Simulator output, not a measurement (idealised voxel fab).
process module | voxel fin reveal
The cross-section shown here is cut; it is 175 nm wide and divided into square cells measuring 5 nm on a side.
How to read a cross-section here: the picture is a grid of square cells, written as bands going from the top down, and any band can span one or more rows of cells. Read a band's entry like this: the first values are the height of its top and the height of its bottom in nm, and what follows is the sequence of materials from left to right, each with its width in nm. Note that "air" is empty space, and that a single material marked "all across" reaches across the band from edge to edge. Height datum 0, below which the as-received substrate wafer is one material. Lowest band open at the bottom, running downward: "z 0 and below". Per-row width for "30->40": begins at first number (top row of band), ends at second number (bottom row), increment between rows held constant. Where a step carries "no alterations made", the cross-section came out of it unchanged, cell for cell. In the "Fully sealed cavities" entry, you get each enclosed empty space of 8 cells or more, one with no open way to the top, written width x height at distance, distance from the left edge, in nm. after a step's settings: what the simulator itself notes on the step. Steps that use a mask can have "overlay nm" on their line. It says how far the mask sat to the right of where it was meant to be. Negative means to the left.
### Here's what the planned process steps look like
1: RECEIVE (material Si)
2: CONFORMAL_DEP (material SiN; thk nm 5)
3: MASKED_ETCH (tone cover; mask id FINS; width nm 15; pitch nm 40; etch materials SiN; depth nm 5; overlay nm 0)
4: MASKED_ETCH (tone cover; mask id FINS; width nm 15; pitch nm 40; etch materials Si; depth nm 30; overlay nm 0)
5: FILL_DEP (material SiO2; thk nm 10)
6: CMP (height nm 5)
7: SELECTIVE_ETCH (etch materials SiO2; depth nm 15)
8: STRIP (etch materials SiN)
Every wafer here starts from the same state; it is the step 7 depth nm that distinguishes them, and the value the plan gives belongs to the first wafer.
### As-received cross-section, first of several wafers, post step 1
  z 0 and below = Si all across
  Fully sealed cavities: none
### The figure below presents a cross-section of the first of several wafers at the conclusion of the module, following its last step, step 8
  z 0 to -10 = air: 40 / Si: 15 / air: 25 / Si: 15 / air: 25 / Si: 15 / air: 40
  z -10 to -30 = SiO2: 40 / Si: 15 / SiO2: 25 / Si: 15 / SiO2: 25 / Si: 15 / SiO2: 40
  z -30 and below = Si all across
  Fully sealed cavities: none
### Cross-sectional depiction of the last of several wafers upon completion of the module
  z 0 to -30 = air: 40 / Si: 15 / air: 25 / Si: 15 / air: 25 / Si: 15 / air: 40
  z -30 and below = Si all across
  Fully sealed cavities: none
### Row per wafer, end-of-module: cell gain (+)/loss (-) by material since the wafer came in, then closed voids
depth nm 15, -156 Si, +104 SiO2, Fully sealed cavities: none
depth nm 20, -156 Si, +78 SiO2, Fully sealed cavities: none
depth nm 25, -156 Si, +52 SiO2, Fully sealed cavities: none
depth nm 30, -156 Si, +26 SiO2, Fully sealed cavities: none
depth nm 35, -156 Si, Fully sealed cavities: none
depth nm 40, -156 Si, Fully sealed cavities: none
